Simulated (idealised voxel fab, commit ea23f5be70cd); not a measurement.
process module | voxel transistor to metal
cross-section cut | 215 nm wide | cells 5 nm
A cross-section is a grid of square cells, given in bands from the top down. A band is one or more rows of cells.
Each band's line starts with the height of the band's top and of its bottom, in nm. Then come its materials from left to right, each with its width in nm. One material with "throughout" fills the band from edge to edge. "air" is empty space.
Height 0 is the level under which the wafer as received is all one material. The lowest band goes on downwards, as in "0 down".
A width such as "30 to 40" changes by the same amount from each row of cells to the next, from the band's top row to its bottom row.
"no change" after a step means that no cell of the cross-section changed.
closed voids: empty space of 8 cells or more with no open way to the top, each as width x height at its distance from the left edge, in nm
after a step's settings: what the simulator itself notes on the step
overlay nm, on a step with a mask: how far to the right of its planned place the mask lay; to the left if negative
plan
1 op RECEIVE | material Si
2 op OXIDIZE | depth nm 5
3 op CONFORMAL_DEP | material SiN | thk nm 10
4 op DIRECTIONAL_DEP | material aC | thk nm 10
5 op PATTERN | tone cover | mask id ACTIVE | material resist | width nm 110 | thk nm 25 | overlay nm 0
6 op DIRECTIONAL_ETCH | etch materials aC | depth nm 10
7 op STRIP | etch materials resist
8 op DIRECTIONAL_ETCH | etch materials SiN | depth nm 10
9 op DIRECTIONAL_ETCH | etch materials SiO2 | depth nm 5
10 op DIRECTIONAL_ETCH | etch materials Si | depth nm 35
11 op STRIP | etch materials aC
12 op OXIDIZE | depth nm 5
13 op FILL_DEP | material SiO2 | thk nm 10
14 op CMP | height nm 10
15 op SELECTIVE_ETCH | etch materials SiO2 | depth nm 10
16 op STRIP | etch materials SiN
17 op SELECTIVE_ETCH | etch materials SiO2 | depth nm 5
18 op OXIDIZE | depth nm 5
19 op DIRECTIONAL_DEP | material polySi | thk nm 25
20 op DIRECTIONAL_DEP | material SiCN | thk nm 10
21 op MASKED_ETCH | tone cover | mask id GATE | width nm 30 | etch materials SiCN | depth nm 20 | overlay nm 0
22 op MASKED_ETCH | tone cover | mask id GATE | width nm 30 | etch materials polySi | depth nm 35 | overlay nm 0
23 op CONFORMAL_DEP | material SiO2 | thk nm 5
24 op DIRECTIONAL_ETCH | etch materials SiO2 | depth nm 5
25 op CONFORMAL_DEP | material SiN | thk nm 5
26 op DIRECTIONAL_ETCH | etch materials SiN | depth nm 5
27 op DIRECTIONAL_ETCH | etch materials SiO2 | depth nm 5
28 op DIRECTIONAL_ETCH | etch materials Si | depth nm 15
29 op EPI | material SiGe | thk nm 20
30 op FILL_DEP | material SiO2 | thk nm 5
31 op CMP | height nm 20
32 op STRIP | etch materials polySi
33 op SELECTIVE_ETCH | etch materials SiO2 | depth nm 5
34 op CONFORMAL_DEP | material HfO2 | thk nm 5
35 op CONFORMAL_DEP | material TiN | thk nm 5
36 op FILL_DEP | material W | thk nm 10
37 op CMP | height nm 15
38 op DIRECTIONAL_DEP | material SiO2 | thk nm 10
39 op PATTERN | tone open | mask id CONTACT | material resist | width nm 15 | pitch nm 75 | thk nm 15 | overlay nm 0
40 op DIRECTIONAL_ETCH | etch materials SiO2 | depth nm 15
41 op STRIP | etch materials resist
42 op CONFORMAL_DEP | material TiN | thk nm 5
43 op FILL_DEP | material W | thk nm 10
44 op CMP | height nm 25
45 op CONFORMAL_DEP | material SiCN | thk nm 5
46 op DIRECTIONAL_DEP | material lowk | thk nm 25
47 op MASKED_ETCH | tone open | mask id METAL_1 | width nm 15 | pitch nm 75 | etch materials lowk | depth nm 25 | overlay nm 0
48 op MASKED_ETCH | tone open | mask id METAL_1 | width nm 15 | pitch nm 75 | etch materials SiCN | depth nm 5 | overlay nm 0
49 op CONFORMAL_DEP | material TiN | thk nm 5
50 op FILL_DEP | material W | thk nm 10
51 op CMP | height nm 55
52 op CONFORMAL_DEP | material SiCN | thk nm 5
as received, after step 1
  0 down: Si throughout
  closed voids: none
first wafer at the end, as planned
  60 to 55: SiCN throughout
  55 to 30: lowk 60 | TiN 5 | W 5 | TiN 5 | lowk 60 | TiN 5 | W 5 | TiN 5 | lowk 65
  30 to 25: SiCN 60 | TiN 15 | SiCN 60 | TiN 15 | SiCN 65
  25 to 15: SiO2 60 | TiN 5 | W 5 | TiN 5 | SiO2 60 | TiN 5 | W 5 | TiN 5 | SiO2 65
  15 to 10: SiO2 60 | TiN 15 | SiO2 5 | SiN 5 | HfO2 5 | TiN 5 | W 20 | TiN 5 | HfO2 5 | SiN 5 | SiO2 5 | TiN 15 | SiO2 65
  10 to 0: SiO2 60 | SiGe 20 | SiN 5 | HfO2 5 | TiN 5 | W 20 | TiN 5 | HfO2 5 | SiN 5 | SiGe 20 | SiO2 65
  0 to -5: SiO2 60 | SiGe 20 | SiN 5 | HfO2 5 | TiN 30 | HfO2 5 | SiN 5 | SiGe 20 | SiO2 65
  -5 to -10: SiO2 50 | SiGe 30 | SiO2 5 | HfO2 40 | SiO2 5 | SiGe 30 | SiO2 55
  -10 to -25: SiO2 55 | SiGe 25 | Si 50 | SiGe 25 | SiO2 60
  -25 to -45: SiO2 55 | Si 100 | SiO2 60
  -45 down: Si throughout
  closed voids: none
second wafer at the end: like start, like plan, one mistake
  60 to 55: SiCN throughout
  55 to 35: lowk 55 | TiN 5 | W 15 | TiN 5 | lowk 50 | TiN 5 | W 15 | TiN 5 | lowk 60
  35 to 30: lowk 55 | TiN 10 | W 5 | TiN 10 | lowk 50 | TiN 10 | W 5 | TiN 10 | lowk 60
  30 to 25: SiCN 60 | TiN 15 | SiCN 60 | TiN 15 | SiCN 65
  25 to 15: SiO2 60 | TiN 5 | W 5 | TiN 5 | SiO2 60 | TiN 5 | W 5 | TiN 5 | SiO2 65
  15 to 10: SiO2 60 | TiN 15 | SiO2 5 | SiN 5 | HfO2 5 | TiN 5 | W 20 | TiN 5 | HfO2 5 | SiN 5 | SiO2 5 | TiN 15 | SiO2 65
  10 to 0: SiO2 60 | SiGe 20 | SiN 5 | HfO2 5 | TiN 5 | W 20 | TiN 5 | HfO2 5 | SiN 5 | SiGe 20 | SiO2 65
  0 to -5: SiO2 60 | SiGe 20 | SiN 5 | HfO2 5 | TiN 30 | HfO2 5 | SiN 5 | SiGe 20 | SiO2 65
  -5 to -10: SiO2 50 | SiGe 30 | SiO2 5 | HfO2 40 | SiO2 5 | SiGe 30 | SiO2 55
  -10 to -25: SiO2 55 | SiGe 25 | Si 50 | SiGe 25 | SiO2 60
  -25 to -45: SiO2 55 | Si 100 | SiO2 60
  -45 down: Si throughout
  closed voids: none
what went wrong: step 47 ran as: op MASKED_ETCH | tone open | mask id METAL_1 | width nm 25 | pitch nm 75 | etch materials lowk | depth nm 25 | overlay nm 0
at the end the second wafer has, in cells: 4 more of TiN | 16 more of W | 20 fewer of lowk
